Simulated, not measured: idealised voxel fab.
process module | voxel self aligned vias
Displayed cross-section: cut, width of 185 nm, square cells sized 5 nm.
Cross-sections here: square-cell grids, written as top-down lists of bands, a band being one or more rows of cells. The band entry comprises the height of the band's top followed by the height of its bottom, expressed in nm, and subsequently the band's materials from left to right, each stated together with its width in nm. Where a single material is marked with the word "full width", that material fills the band from edge to edge. The word "empty" represents empty space. Ref level 0: as-received wafer is one material below here. Bottom band extends down with no lower bound ("top 0, no bottom"). It should be noted that a width expressed as "30..40" varies in equal increments from row to row of cells within the band, taking the value of the first number at the top row and that of the second number at the bottom row. "nothing different" after a step means that no cell of the cross-section changed. Completely sealed voids: empty space of 8 cells or more with no open way to the top, each as width x height at its distance from the left edge, in nm. Formally, on a step line, whatever follows the settings is a remark that the simulator itself makes on the step. "overlay nm" answers the question of how far to the right of plan the mask lay on a step that has a mask, and when it is negative the answer is to the left. Every pair from here on: before one process step, after it. The after cross-section reaches only to the lowest band that changed. Below the pair: the step in between and its settings. Pairs can belong to different runs of this module on the same starting wafer; a pair carries on from the pair above only if the entry headed "Incoming structure" says so.

Incoming structure:
> top 65, bottom 60 | 30 of TiN / 25 of empty / 25 of TiN / 25 of empty / 25 of TiN / 25 of empty / 30 of TiN
> top 60, bottom 45 | 25 of SiO2 / 5 of TiN / 25 of empty / 5 of TiN / 15 of SiO2 / 5 of TiN / 25 of empty / 5 of TiN / 15 of SiO2 / 5 of TiN / 25 of empty / 5 of TiN / 25 of SiO2
> top 45, bottom 40 | 25 of SiO2 / 10 of TiN / 15 of empty / 10 of TiN / 15 of SiO2 / 10 of TiN / 15 of empty / 10 of TiN / 15 of SiO2 / 10 of TiN / 15 of empty / 10 of TiN / 25 of SiO2
> top 40, bottom 35 | 30 of SiO2 / 25 of TiN / 25 of SiO2 / 25 of TiN / 25 of SiO2 / 25 of TiN / 30 of SiO2
> top 35, bottom 25 | 30 of SiO2 / 25 of SiN / 25 of SiO2 / 25 of SiN / 25 of SiO2 / 25 of SiN / 30 of SiO2
> top 25, bottom 20 | 30 of SiO2 / 25 of TiN / 25 of SiO2 / 25 of TiN / 25 of SiO2 / 25 of TiN / 30 of SiO2
> top 20, bottom 15 | SiCN full width
> top 15, bottom 0 | SiO2 full width
> top 0, no bottom | Si full width
> Completely sealed voids: none

After the Step:
> top 75, bottom 65 | Cu full width
> top 65, bottom 60 | 30 of TiN / 25 of Cu / 25 of TiN / 25 of Cu / 25 of TiN / 25 of Cu / 30 of TiN
> top 60, bottom 45 | 25 of SiO2 / 5 of TiN / 25 of Cu / 5 of TiN / 15 of SiO2 / 5 of TiN / 25 of Cu / 5 of TiN / 15 of SiO2 / 5 of TiN / 25 of Cu / 5 of TiN / 25 of SiO2
> top 45, bottom 40 | 25 of SiO2 / 10 of TiN / 15 of Cu / 10 of TiN / 15 of SiO2 / 10 of TiN / 15 of Cu / 10 of TiN / 15 of SiO2 / 10 of TiN / 15 of Cu / 10 of TiN / 25 of SiO2
> Note: structure below 40 unchanged.
> Completely sealed voids: none
Between before and after, shown above: FILL_DEP with material Cu, thk nm 10

Incoming structure: we pick up right where the pair above leaves off, with its after cross-section.

After the Step:
> top 60, bottom 45 | 25 of SiO2 / 5 of TiN / 25 of Cu / 5 of TiN / 15 of SiO2 / 5 of TiN / 25 of Cu / 5 of TiN / 15 of SiO2 / 5 of TiN / 25 of Cu / 5 of TiN / 25 of SiO2
> Note: structure below 45 unchanged.
> Completely sealed voids: none
Between before and after, shown above: CMP with height nm 60

Incoming structure: we pick up right where the pair above leaves off, with its after cross-section.

After the Step:
> top 65, bottom 60 | SiCN full width
> Note: structure below 60 unchanged.
> Completely sealed voids: none
Between before and after, shown above: CONFORMAL_DEP with material SiCN, thk nm 5

Incoming structure:
> top 60, bottom 40 | SiO2 full width
> top 40, bottom 35 | 30 of SiO2 / 25 of SiN / 25 of SiO2 / 25 of SiN / 25 of SiO2 / 25 of SiN / 30 of SiO2
> top 35, bottom 25 | 30 of SiO2 / 5 of TiN / 15 of W / 5 of TiN / 25 of SiO2 / 5 of TiN / 15 of W / 5 of TiN / 25 of SiO2 / 5 of TiN / 15 of W / 5 of TiN / 30 of SiO2
> top 25, bottom 20 | 30 of SiO2 / 25 of TiN / 25 of SiO2 / 25 of TiN / 25 of SiO2 / 25 of TiN / 30 of SiO2
> top 20, bottom 15 | SiCN full width
> top 15, bottom 0 | SiO2 full width
> top 0, no bottom | Si full width
> Completely sealed voids: none

After the Step:
> top 60, bottom 40 | 30 of SiO2 / 30 of empty / 20 of SiO2 / 30 of empty / 20 of SiO2 / 30 of empty / 25 of SiO2
> Note: structure below 40 unchanged.
> Completely sealed voids: none
Between before and after, shown above: MASKED_ETCH with tone open, mask id VIAS, width nm 30, pitch nm 50, etch materials SiO2, depth nm 20, overlay nm 0

Incoming structure: we pick up right where the pair above leaves off, with its after cross-section.

After the Step:
> top 60, bottom 40 | 30 of SiO2 / 30 of empty / 20 of SiO2 / 30 of empty / 20 of SiO2 / 30 of empty / 25 of SiO2
> top 40, bottom 35 | 30 of SiO2 / 25 of empty / 25 of SiO2 / 25 of empty / 25 of SiO2 / 25 of empty / 30 of SiO2
> Note: structure below 35 unchanged.
> Completely sealed voids: none
Between before and after, shown above: MASKED_ETCH with tone open, mask id VIAS, width nm 35, pitch nm 50, etch materials SiN, depth nm 5, overlay nm 0

Incoming structure: we pick up right where the pair above leaves off, with its after cross-section.

After the Step:
> top 65, bottom 60 | 35 of TiN / 20 of empty / 30 of TiN / 20 of empty / 30 of TiN / 20 of empty / 30 of TiN
> top 60, bottom 45 | 30 of SiO2 / 5 of TiN / 20 of empty / 5 of TiN / 20 of SiO2 / 5 of TiN / 20 of empty / 5 of TiN / 20 of SiO2 / 5 of TiN / 20 of empty / 5 of TiN / 25 of SiO2
> top 45, bottom 40 | 30 of SiO2 / 5 of TiN / 15 of empty / 10 of TiN / 20 of SiO2 / 5 of TiN / 15 of empty / 10 of TiN / 20 of SiO2 / 5 of TiN / 15 of empty / 10 of TiN / 25 of SiO2
> top 40, bottom 35 | 30 of SiO2 / 25 of TiN / 25 of SiO2 / 25 of TiN / 25 of SiO2 / 25 of TiN / 30 of SiO2
> Note: structure below 35 unchanged.
> Completely sealed voids: none
Between before and after, shown above: CONFORMAL_DEP with material TiN, thk nm 5

Incoming structure: we pick up right where the pair above leaves off, with its after cross-section.

After the Step:
> top 75, bottom 65 | Cu full width
> top 65, bottom 60 | 35 of TiN / 20 of Cu / 30 of TiN / 20 of Cu / 30 of TiN / 20 of Cu / 30 of TiN
> top 60, bottom 45 | 30 of SiO2 / 5 of TiN / 20 of Cu / 5 of TiN / 20 of SiO2 / 5 of TiN / 20 of Cu / 5 of TiN / 20 of SiO2 / 5 of TiN / 20 of Cu / 5 of TiN / 25 of SiO2
> top 45, bottom 40 | 30 of SiO2 / 5 of TiN / 15 of Cu / 10 of TiN / 20 of SiO2 / 5 of TiN / 15 of Cu / 10 of TiN / 20 of SiO2 / 5 of TiN / 15 of Cu / 10 of TiN / 25 of SiO2
> Note: structure below 40 unchanged.
> Completely sealed voids: none
Between before and after, shown above: FILL_DEP with material Cu, thk nm 10

Incoming structure: we pick up right where the pair above leaves off, with its after cross-section.

After the Step:
> top 60, bottom 45 | 30 of SiO2 / 5 of TiN / 20 of Cu / 5 of TiN / 20 of SiO2 / 5 of TiN / 20 of Cu / 5 of TiN / 20 of SiO2 / 5 of TiN / 20 of Cu / 5 of TiN / 25 of SiO2
> Note: structure below 45 unchanged.
> Completely sealed voids: none
Between before and after, shown above: CMP with height nm 60

Incoming structure: we pick up right where the pair above leaves off, with its after cross-section.

After the Step:
> top 65, bottom 60 | SiCN full width
> Note: structure below 60 unchanged.
> Completely sealed voids: none
Between before and after, shown above: CONFORMAL_DEP with material SiCN, thk nm 5

Incoming structure:
> top 60, bottom 40 | 25 of SiO2 / 35 of empty / 15 of SiO2 / 35 of empty / 15 of SiO2 / 35 of empty / 25 of SiO2
> top 40, bottom 35 | 30 of SiO2 / 25 of SiN / 25 of SiO2 / 25 of SiN / 25 of SiO2 / 25 of SiN / 30 of SiO2
> top 35, bottom 25 | 30 of SiO2 / 5 of TiN / 15 of W / 5 of TiN / 25 of SiO2 / 5 of TiN / 15 of W / 5 of TiN / 25 of SiO2 / 5 of TiN / 15 of W / 5 of TiN / 30 of SiO2
> top 25, bottom 20 | 30 of SiO2 / 25 of TiN / 25 of SiO2 / 25 of TiN / 25 of SiO2 / 25 of TiN / 30 of SiO2
> top 20, bottom 15 | SiCN full width
> top 15, bottom 0 | SiO2 full width
> top 0, no bottom | Si full width
> Completely sealed voids: none

After the Step:
> top 60, bottom 40 | 25 of SiO2 / 35 of empty / 15 of SiO2 / 35 of empty / 15 of SiO2 / 35 of empty / 25 of SiO2
> top 40, bottom 35 | 30 of SiO2 / 20 of empty / 5 of SiN / 25 of SiO2 / 20 of empty / 5 of SiN / 25 of SiO2 / 20 of empty / 5 of SiN / 30 of SiO2
> Note: structure below 35 unchanged.
> Completely sealed voids: none
Between before and after, shown above: MASKED_ETCH with tone open, mask id VIAS, width nm 35, pitch nm 50, etch materials SiN, depth nm 5, overlay nm -10

Incoming structure: we pick up right where the pair above leaves off, with its after cross-section.

After the Step:
> top 65, bottom 60 | 30 of TiN / 25 of empty / 25 of TiN / 25 of empty / 25 of TiN / 25 of empty / 30 of TiN
> top 60, bottom 45 | 25 of SiO2 / 5 of TiN / 25 of empty / 5 of TiN / 15 of SiO2 / 5 of TiN / 25 of empty / 5 of TiN / 15 of SiO2 / 5 of TiN / 25 of empty / 5 of TiN / 25 of SiO2
> top 45, bottom 40 | 25 of SiO2 / 10 of TiN / 10 of empty / 15 of TiN / 15 of SiO2 / 10 of TiN / 10 of empty / 15 of TiN / 15 of SiO2 / 10 of TiN / 10 of empty / 15 of TiN / 25 of SiO2
> top 40, bottom 35 | 30 of SiO2 / 20 of TiN / 5 of SiN / 25 of SiO2 / 20 of TiN / 5 of SiN / 25 of SiO2 / 20 of TiN / 5 of SiN / 30 of SiO2
> Note: structure below 35 unchanged.
> Completely sealed voids: none
Between before and after, shown above: CONFORMAL_DEP with material TiN, thk nm 5

Incoming structure: we pick up right where the pair above leaves off, with its after cross-section.

After the Step:
> top 75, bottom 65 | Cu full width
> top 65, bottom 60 | 30 of TiN / 25 of Cu / 25 of TiN / 25 of Cu / 25 of TiN / 25 of Cu / 30 of TiN
> top 60, bottom 45 | 25 of SiO2 / 5 of TiN / 25 of Cu / 5 of TiN / 15 of SiO2 / 5 of TiN / 25 of Cu / 5 of TiN / 15 of SiO2 / 5 of TiN / 25 of Cu / 5 of TiN / 25 of SiO2
> top 45, bottom 40 | 25 of SiO2 / 10 of TiN / 10 of Cu / 15 of TiN / 15 of SiO2 / 10 of TiN / 10 of Cu / 15 of TiN / 15 of SiO2 / 10 of TiN / 10 of Cu / 15 of TiN / 25 of SiO2
> Note: structure below 40 unchanged.
> Completely sealed voids: none
Between before and after, shown above: FILL_DEP with material Cu, thk nm 10

Incoming structure: we pick up right where the pair above leaves off, with its after cross-section.

After the Step:
> top 60, bottom 45 | 25 of SiO2 / 5 of TiN / 25 of Cu / 5 of TiN / 15 of SiO2 / 5 of TiN / 25 of Cu / 5 of TiN / 15 of SiO2 / 5 of TiN / 25 of Cu / 5 of TiN / 25 of SiO2
> Note: structure below 45 unchanged.
> Completely sealed voids: none
Between before and after, shown above: CMP with height nm 60

Incoming structure: we pick up right where the pair above leaves off, with its after cross-section.

After the Step:
> top 65, bottom 60 | SiCN full width
> Note: structure below 60 unchanged.
> Completely sealed voids: none
Between before and after, shown above: CONFORMAL_DEP with material SiCN, thk nm 5

Incoming structure:
> top 45, bottom 40 | 35 of TiN / 15 of empty / 35 of TiN / 15 of empty / 35 of TiN / 15 of empty / 35 of TiN
> top 40, bottom 25 | 30 of SiO2 / 5 of TiN / 15 of empty / 5 of TiN / 25 of SiO2 / 5 of TiN / 15 of empty / 5 of TiN / 25 of SiO2 / 5 of TiN / 15 of empty / 5 of TiN / 30 of SiO2
> top 25, bottom 20 | 30 of SiO2 / 25 of TiN / 25 of SiO2 / 25 of TiN / 25 of SiO2 / 25 of TiN / 30 of SiO2
> top 20, bottom 15 | SiCN full width
> top 15, bottom 0 | SiO2 full width
> top 0, no bottom | Si full width
> Completely sealed voids: none

After the Step:
> top 55, bottom 45 | SiCN full width
> top 45, bottom 40 | 35 of TiN / 15 of SiCN / 35 of TiN / 15 of SiCN / 35 of TiN / 15 of SiCN / 35 of TiN
> top 40, bottom 25 | 30 of SiO2 / 5 of TiN / 15 of SiCN / 5 of TiN / 25 of SiO2 / 5 of TiN / 15 of SiCN / 5 of TiN / 25 of SiO2 / 5 of TiN / 15 of SiCN / 5 of TiN / 30 of SiO2
> Note: structure below 25 unchanged.
> Completely sealed voids: none
Between before and after, shown above: FILL_DEP with material SiCN, thk nm 10

Incoming structure: we pick up right where the pair above leaves off, with its after cross-section.

After the Step:
> top 40, bottom 25 | 30 of SiO2 / 5 of TiN / 15 of SiCN / 5 of TiN / 25 of SiO2 / 5 of TiN / 15 of SiCN / 5 of TiN / 25 of SiO2 / 5 of TiN / 15 of SiCN / 5 of TiN / 30 of SiO2
> Note: structure below 25 unchanged.
> Completely sealed voids: none
Between before and after, shown above: CMP with height nm 40

Incoming structure: we pick up right where the pair above leaves off, with its after cross-section.

After the Step:
> top 40, bottom 35 | 30 of SiO2 / 5 of empty / 15 of SiCN / 5 of empty / 25 of SiO2 / 5 of empty / 15 of SiCN / 5 of empty / 25 of SiO2 / 5 of empty / 15 of SiCN / 5 of empty / 30 of SiO2
> Note: structure below 35 unchanged.
> Completely sealed voids: none
Between before and after, shown above: SELECTIVE_ETCH with etch materials W Ru TiN, depth nm 5

Incoming structure: we pick up right where the pair above leaves off, with its after cross-section.

After the Step:
> top 50, bottom 40 | SiN full width
> top 40, bottom 35 | 30 of SiO2 / 5 of SiN / 15 of SiCN / 5 of SiN / 25 of SiO2 / 5 of SiN / 15 of SiCN / 5 of SiN / 25 of SiO2 / 5 of SiN / 15 of SiCN / 5 of SiN / 30 of SiO2
> Note: structure below 35 unchanged.
> Completely sealed voids: none
Between before and after, shown above: FILL_DEP with material SiN, thk nm 10

Incoming structure: we pick up right where the pair above leaves off, with its after cross-section.

After the Step:
> top 40, bottom 35 | 30 of SiO2 / 5 of SiN / 15 of SiCN / 5 of SiN / 25 of SiO2 / 5 of SiN / 15 of SiCN / 5 of SiN / 25 of SiO2 / 5 of SiN / 15 of SiCN / 5 of SiN / 30 of SiO2
> Note: structure below 35 unchanged.
> Completely sealed voids: none
Between before and after, shown above: CMP with height nm 40

Incoming structure: we pick up right where the pair above leaves off, with its after cross-section.

After the Step:
> top 60, bottom 40 | SiO2 full width
> Note: structure below 40 unchanged.
> Completely sealed voids: none
Between before and after, shown above: DIRECTIONAL_DEP with material SiO2, thk nm 20

Incoming structure: we pick up right where the pair above leaves off, with its after cross-section.

After the Step:
> top 60, bottom 40 | 25 of SiO2 / 35 of empty / 15 of SiO2 / 35 of empty / 15 of SiO2 / 35 of empty / 25 of SiO2
> Note: structure below 40 unchanged.
> Completely sealed voids: none
Between before and after, shown above: MASKED_ETCH with tone open, mask id VIAS, width nm 35, pitch nm 50, etch materials SiO2, depth nm 20, overlay nm 0

Incoming structure: we pick up right where the pair above leaves off, with its after cross-section.

After the Step:
> top 60, bottom 40 | 25 of SiO2 / 35 of empty / 15 of SiO2 / 35 of empty / 15 of SiO2 / 35 of empty / 25 of SiO2
> top 40, bottom 35 | 30 of SiO2 / 5 of empty / 15 of SiCN / 5 of empty / 25 of SiO2 / 5 of empty / 15 of SiCN / 5 of empty / 25 of SiO2 / 5 of empty / 15 of SiCN / 5 of empty / 30 of SiO2
> Note: structure below 35 unchanged.
> Completely sealed voids: none
Between before and after, shown above: MASKED_ETCH with tone open, mask id VIAS, width nm 35, pitch nm 50, etch materials SiN, depth nm 5, overlay nm 0

Incoming structure: we pick up right where the pair above leaves off, with its after cross-section.

After the Step:
> top 65, bottom 60 | 30 of TiN / 25 of empty / 25 of TiN / 25 of empty / 25 of TiN / 25 of empty / 30 of TiN
> top 60, bottom 45 | 25 of SiO2 / 5 of TiN / 25 of empty / 5 of TiN / 15 of SiO2 / 5 of TiN / 25 of empty / 5 of TiN / 15 of SiO2 / 5 of TiN / 25 of empty / 5 of TiN / 25 of SiO2
> top 45, bottom 40 | 25 of SiO2 / 35 of TiN / 15 of SiO2 / 35 of TiN / 15 of SiO2 / 35 of TiN / 25 of SiO2
> top 40, bottom 25 | 30 of SiO2 / 5 of TiN / 15 of SiCN / 5 of TiN / 25 of SiO2 / 5 of TiN / 15 of SiCN / 5 of TiN / 25 of SiO2 / 5 of TiN / 15 of SiCN / 5 of TiN / 30 of SiO2
> Note: structure below 25 unchanged.
> Completely sealed voids: none
Between before and after, shown above: CONFORMAL_DEP with material TiN, thk nm 5

Incoming structure: we pick up right where the pair above leaves off, with its after cross-section.

After the Step:
> top 75, bottom 65 | Cu full width
> top 65, bottom 60 | 30 of TiN / 25 of Cu / 25 of TiN / 25 of Cu / 25 of TiN / 25 of Cu / 30 of TiN
> top 60, bottom 45 | 25 of SiO2 / 5 of TiN / 25 of Cu / 5 of TiN / 15 of SiO2 / 5 of TiN / 25 of Cu / 5 of TiN / 15 of SiO2 / 5 of TiN / 25 of Cu / 5 of TiN / 25 of SiO2
> Note: structure below 45 unchanged.
> Completely sealed voids: none
Between before and after, shown above: FILL_DEP with material Cu, thk nm 10

Incoming structure: we pick up right where the pair above leaves off, with its after cross-section.

After the Step:
> top 60, bottom 45 | 25 of SiO2 / 5 of TiN / 25 of Cu / 5 of TiN / 15 of SiO2 / 5 of TiN / 25 of Cu / 5 of TiN / 15 of SiO2 / 5 of TiN / 25 of Cu / 5 of TiN / 25 of SiO2
> Note: structure below 45 unchanged.
> Completely sealed voids: none
Between before and after, shown above: CMP with height nm 60

Incoming structure: we pick up right where the pair above leaves off, with its after cross-section.

After the Step:
> top 65, bottom 60 | SiCN full width
> Note: structure below 60 unchanged.
> Completely sealed voids: none
Between before and after, shown above: CONFORMAL_DEP with material SiCN, thk nm 5

Incoming structure:
> top 60, bottom 40 | SiO2 full width
> top 40, bottom 35 | 30 of SiO2 / 25 of SiN / 25 of SiO2 / 25 of SiN / 25 of SiO2 / 25 of SiN / 30 of SiO2
> top 35, bottom 25 | 30 of SiO2 / 5 of TiN / 15 of W / 5 of TiN / 25 of SiO2 / 5 of TiN / 15 of W / 5 of TiN / 25 of SiO2 / 5 of TiN / 15 of W / 5 of TiN / 30 of SiO2
> top 25, bottom 20 | 30 of SiO2 / 25 of TiN / 25 of SiO2 / 25 of TiN / 25 of SiO2 / 25 of TiN / 30 of SiO2
> top 20, bottom 15 | SiCN full width
> top 15, bottom 0 | SiO2 full width
> top 0, no bottom | Si full width
> Completely sealed voids: none

After the Step:
> top 60, bottom 40 | 25 of empty / 35 of SiO2 / 15 of empty / 35 of SiO2 / 15 of empty / 35 of SiO2 / 25 of empty
> Note: structure below 40 unchanged.
> Completely sealed voids: none
Between before and after, shown above: MASKED_ETCH with tone cover, mask id VIAS, width nm 35, pitch nm 50, etch materials SiO2, depth nm 20, overlay nm 0

Incoming structure: we pick up right where the pair above leaves off, with its after cross-section.

After the Step:
> top 65, bottom 60 | 20 of empty / 45 of TiN / 5 of empty / 45 of TiN / 5 of empty / 45 of TiN / 20 of empty
> top 60, bottom 45 | 20 of empty / 5 of TiN / 35 of SiO2 / 5 of TiN / 5 of empty / 5 of TiN / 35 of SiO2 / 5 of TiN / 5 of empty / 5 of TiN / 35 of SiO2 / 5 of TiN / 20 of empty
> top 45, bottom 40 | 25 of TiN / 35 of SiO2 / 15 of TiN / 35 of SiO2 / 15 of TiN / 35 of SiO2 / 25 of TiN
> Note: structure below 40 unchanged.
> Completely sealed voids: none
Between before and after, shown above: CONFORMAL_DEP with material TiN, thk nm 5

Incoming structure: we pick up right where the pair above leaves off, with its after cross-section.

After the Step:
> top 75, bottom 65 | Cu full width
> top 65, bottom 60 | 20 of Cu / 45 of TiN / 5 of Cu / 45 of TiN / 5 of Cu / 45 of TiN / 20 of Cu
> top 60, bottom 45 | 20 of Cu / 5 of TiN / 35 of SiO2 / 5 of TiN / 5 of Cu / 5 of TiN / 35 of SiO2 / 5 of TiN / 5 of Cu / 5 of TiN / 35 of SiO2 / 5 of TiN / 20 of Cu
> Note: structure below 45 unchanged.
> Completely sealed voids: none
Between before and after, shown above: FILL_DEP with material Cu, thk nm 10

Incoming structure: we pick up right where the pair above leaves off, with its after cross-section.

After the Step:
> top 60, bottom 45 | 20 of Cu / 5 of TiN / 35 of SiO2 / 5 of TiN / 5 of Cu / 5 of TiN / 35 of SiO2 / 5 of TiN / 5 of Cu / 5 of TiN / 35 of SiO2 / 5 of TiN / 20 of Cu
> Note: structure below 45 unchanged.
> Completely sealed voids: none
Between before and after, shown above: CMP with height nm 60

Incoming structure: we pick up right where the pair above leaves off, with its after cross-section.

After the Step:
> top 65, bottom 60 | SiCN full width
> Note: structure below 60 unchanged.
> Completely sealed voids: none
Between before and after, shown above: CONFORMAL_DEP with material SiCN, thk nm 5
